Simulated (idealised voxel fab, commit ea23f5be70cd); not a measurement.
process module | voxel air gaps
cross-section cut | 250 nm wide | cells 5 nm
A cross-section is a grid of square cells, given in bands from the top down. A band is one or more rows of cells.
Each band's line starts with the height of the band's top and of its bottom, in nm. Then come its materials from left to right, each with its width in nm. One material with "throughout" fills the band from edge to edge. "air" is empty space.
Height 0 is the level under which the wafer as received is all one material. The lowest band goes on downwards, as in "0 down".
A width such as "30 to 40" changes by the same amount from each row of cells to the next, from the band's top row to its bottom row.
"no change" after a step means that no cell of the cross-section changed.
closed voids: empty space of 8 cells or more with no open way to the top, each as width x height at its distance from the left edge, in nm
after a step's settings: what the simulator itself notes on the step
overlay nm, on a step with a mask: how far to the right of its planned place the mask lay; to the left if negative
plan
1 op RECEIVE | material Si
2 op CONFORMAL_DEP | material SiO2 | thk nm 15
3 op CONFORMAL_DEP | material SiN | thk nm 5
4 op DIRECTIONAL_DEP | material SiO2 | thk nm 40
5 op DIRECTIONAL_DEP | material aC | thk nm 15
6 op PATTERN | tone open | mask id LINES | material resist | width nm 15 | pitch nm 40 | thk nm 35 | overlay nm 0
7 op DIRECTIONAL_ETCH | etch materials aC | depth nm 15
8 op STRIP | etch materials resist
9 op DIRECTIONAL_ETCH | etch materials SiO2 | depth nm 40
10 op STRIP | etch materials aC
11 op CONFORMAL_DEP | material TiN | thk nm 5
12 op FILL_DEP | material Cu | thk nm 5
13 op CMP | height nm 60
14 op EPI | material Ru | thk nm 10
15 op SELECTIVE_ETCH | etch materials SiO2 | depth nm 50
16 op CONFORMAL_DEP | material SiCN | thk nm 5
as received, after step 1
  0 down: Si throughout
  closed voids: none
a wafer at the end: this start, this plan, one mistake
  70 to 65: air 60 | SiCN 125 | air 65
  65 to 55: air 60 | SiCN 5 | Ru 35 | SiCN 5 | Ru 35 | SiCN 5 | Ru 35 | SiCN 5 | air 65
  55 to 50: air 60 | SiCN 15 | TiN 5 | Cu 5 | TiN 5 | SiCN 25 | TiN 5 | Cu 5 | TiN 5 | SiCN 25 | TiN 5 | Cu 5 | TiN 5 | SiCN 15 | air 65
  50 to 25: air 70 | SiCN 5 | TiN 5 | Cu 5 | TiN 5 | SiCN 5 | air 15 | SiCN 5 | TiN 5 | Cu 5 | TiN 5 | SiCN 5 | air 15 | SiCN 5 | TiN 5 | Cu 5 | TiN 5 | SiCN 5 | air 75
  25 to 20: SiCN 75 | TiN 15 | SiCN 25 | TiN 15 | SiCN 25 | TiN 15 | SiCN 80
  20 to 15: SiN throughout
  15 to 0: SiO2 throughout
  0 down: Si throughout
  closed voids: 15 x 25 at 95; 15 x 25 at 135
what went wrong: step 13 ran as: op CMP | height nm 55
